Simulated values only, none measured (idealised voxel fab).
voxel ribs on slabs: a process module
Xsec cut, 240 nm wide, square cell size 5 nm.
We lay out every cross-section as a grid of square cells and spell it out in bands from the top down, where one band means one or more rows of cells.
Band entry format. Leading values: height of top, height of bottom, nm. Remainder: materials in left-to-right order, each with its width in nm. Special words: "all across" on a single material, which then fills the band edge to edge; "empty", empty space.
Zero point of the height axis is 0; under it, received wafer = one material. Lowest band: continues down indefinitely, "0 down".
Note: "30..40" means the width goes from the first number (top row of the band) to the second number (bottom row) in equal steps per row of cells.
"no alterations made" -> step changed no cross-section cell.
Under "Sealed internal cavities" you'll find the enclosed gaps, the ones with no way out to the top, that are 8 cells or bigger; each reads width x height at distance, with distance counted from the left edge, everything in nm.
What comes after the settings on a step's line is commentary from the simulator itself on that step.
overlay nm: mask right of planned place by this much (step with mask). Neg. = left.
Pairs follow: section before one process step, section after it down to the lowest changed band, step with settings underneath. Pairs may come from different runs of this module on the same starting wafer; continuity with the pair above only as stated in the "Before the step" entry.
BEFORE THE STEP
> 75 to 65 = empty 100, aC 35, empty 105
> 65 to 50 = TiN all across
> 50 to 45 = TiN 105, SiN 25, TiN 110
> 45 to 30 = TiN 85, SiN 65, TiN 90
> 30 to 0 = SiO2 all across
> 0 down = Si all across
> Sealed internal cavities: none
POST-STEP GEOMETRY
> 75 to 65 = empty 100, aC 35, empty 105
> 65 to 60 = empty 100, TiN 35, empty 105
> Below 60 it's all the same as before, nothing changed down there.
> Sealed internal cavities: none
Between the cross-sections above, the step performed was DIRECTIONAL_ETCH, etch materials TiN, depth nm 5
Before the step: the pre-step structure is the one depicted after the step in the pair just above.
POST-STEP GEOMETRY
> 65 to 60 = empty 100, TiN 35, empty 105
> Below 60 it's all the same as before, nothing changed down there.
> Sealed internal cavities: none
Between the cross-sections above, the step performed was STRIP, etch materials aC
Before the step: the pre-step structure is the one depicted after the step in the pair just above.
POST-STEP GEOMETRY
> 75 to 70 = empty 90, SiO2 55, empty 95
> 70 to 65 = SiO2 all across
> 65 to 60 = SiO2 100, TiN 35, SiO2 105
> Below 60 it's all the same as before, nothing changed down there.
> Sealed internal cavities: none
Between the cross-sections above, the step performed was CONFORMAL_DEP, material SiO2, thk nm 10
BEFORE THE STEP
> 50 to 30 = SiN all across
> 30 to 0 = SiO2 all across
> 0 down = Si all across
> Sealed internal cavities: none
POST-STEP GEOMETRY
> 50 to 45 = SiN 105, empty 25, SiN 110
> Below 45 it's all the same as before, nothing changed down there.
> Sealed internal cavities: none
Between the cross-sections above, the step performed was MASKED_ETCH, tone open, mask id RIB, width nm 25, etch materials SiN, depth nm 5, overlay nm 0
Before the step: the pre-step structure is the one depicted after the step in the pair just above.
POST-STEP GEOMETRY
> 70 to 50 = empty 85, resist 65, empty 90
> 50 to 45 = SiN 105, resist 25, SiN 110
> Below 45 it's all the same as before, nothing changed down there.
> Sealed internal cavities: none
Between the cross-sections above, the step performed was PATTERN, tone cover, mask id SLAB, material resist, width nm 65, thk nm 20, overlay nm 0
Before the step: the pre-step structure is the one depicted after the step in the pair just above.
POST-STEP GEOMETRY
> 70 to 50 = empty 85, resist 65, empty 90
> 50 to 45 = empty 85, SiN 20, resist 25, SiN 20, empty 90
> 45 to 35 = empty 85, SiN 65, empty 90
> Below 35 it's all the same as before, nothing changed down there.
> Sealed internal cavities: none
Between the cross-sections above, the step performed was DIRECTIONAL_ETCH, etch materials SiN, depth nm 15
Before the step: the pre-step structure is the one depicted after the step in the pair just above.
POST-STEP GEOMETRY
> 50 to 45 = empty 85, SiN 20, empty 25, SiN 20, empty 90
> Below 45 it's all the same as before, nothing changed down there.
> Sealed internal cavities: none
Between the cross-sections above, the step performed was STRIP, etch materials resist
Before the step: the pre-step structure is the one depicted after the step in the pair just above.
POST-STEP GEOMETRY
> 65 to 50 = SiO2 all across
> 50 to 45 = SiO2 85, SiN 20, SiO2 25, SiN 20, SiO2 90
> 45 to 35 = SiO2 85, SiN 65, SiO2 90
> Below 35 it's all the same as before, nothing changed down there.
> Sealed internal cavities: none
Between the cross-sections above, the step performed was FILL_DEP, material SiO2, thk nm 15
Before the step: the pre-step structure is the one depicted after the step in the pair just above.
POST-STEP GEOMETRY
> 60 to 50 = SiO2 all across
> Below 50 it's all the same as before, nothing changed down there.
> Sealed internal cavities: none
Between the cross-sections above, the step performed was CMP, height nm 60
Before the step: the pre-step structure is the one depicted after the step in the pair just above.
POST-STEP GEOMETRY
> 65 to 60 = TiN all across
> Below 60 it's all the same as before, nothing changed down there.
> Sealed internal cavities: none
Between the cross-sections above, the step performed was DIRECTIONAL_DEP, material TiN, thk nm 5
Before the step: the pre-step structure is the one depicted after the step in the pair just above.
POST-STEP GEOMETRY
> 75 to 65 = aC all across
> Below 65 it's all the same as before, nothing changed down there.
> Sealed internal cavities: none
Between the cross-sections above, the step performed was DIRECTIONAL_DEP, material aC, thk nm 10
Before the step: the pre-step structure is the one depicted after the step in the pair just above.
POST-STEP GEOMETRY
> 100 to 75 = empty 100, resist 35, empty 105
> Below 75 it's all the same as before, nothing changed down there.
> Sealed internal cavities: none
Between the cross-sections above, the step performed was PATTERN, tone cover, mask id HEATER, material resist, width nm 35, thk nm 25, overlay nm 0
Before the step: the pre-step structure is the one depicted after the step in the pair just above.
POST-STEP GEOMETRY
> 90 to 75 = empty 100, resist 35, empty 105
> 75 to 65 = empty 100, aC 35, empty 105
> Below 65 it's all the same as before, nothing changed down there.
> Sealed internal cavities: none
Between the cross-sections above, the step performed was DIRECTIONAL_ETCH, etch materials aC, depth nm 10
Before the step: the pre-step structure is the one depicted after the step in the pair just above.
POST-STEP GEOMETRY
> 75 to 65 = empty 100, aC 35, empty 105
> Below 65 it's all the same as before, nothing changed down there.
> Sealed internal cavities: none
Between the cross-sections above, the step performed was STRIP, etch materials resist
Before the step: the pre-step structure is the one depicted after the step in the pair just above.
POST-STEP GEOMETRY
> 75 to 65 = empty 100, aC 35, empty 105
> 65 to 60 = empty 100, TiN 35, empty 105
> Below 60 it's all the same as before, nothing changed down there.
> Sealed internal cavities: none
Between the cross-sections above, the step performed was DIRECTIONAL_ETCH, etch materials TiN, depth nm 5
Before the step: the pre-step structure is the one depicted after the step in the pair just above.
POST-STEP GEOMETRY
> 65 to 60 = empty 100, TiN 35, empty 105
> Below 60 it's all the same as before, nothing changed down there.
> Sealed internal cavities: none
Between the cross-sections above, the step performed was STRIP, etch materials aC
Before the step: the pre-step structure is the one depicted after the step in the pair just above.
POST-STEP GEOMETRY
> 75 to 70 = empty 90, SiO2 55, empty 95
> 70 to 65 = SiO2 all across
> 65 to 60 = SiO2 100, TiN 35, SiO2 105
> Below 60 it's all the same as before, nothing changed down there.
> Sealed internal cavities: none
Between the cross-sections above, the step performed was CONFORMAL_DEP, material SiO2, thk nm 10
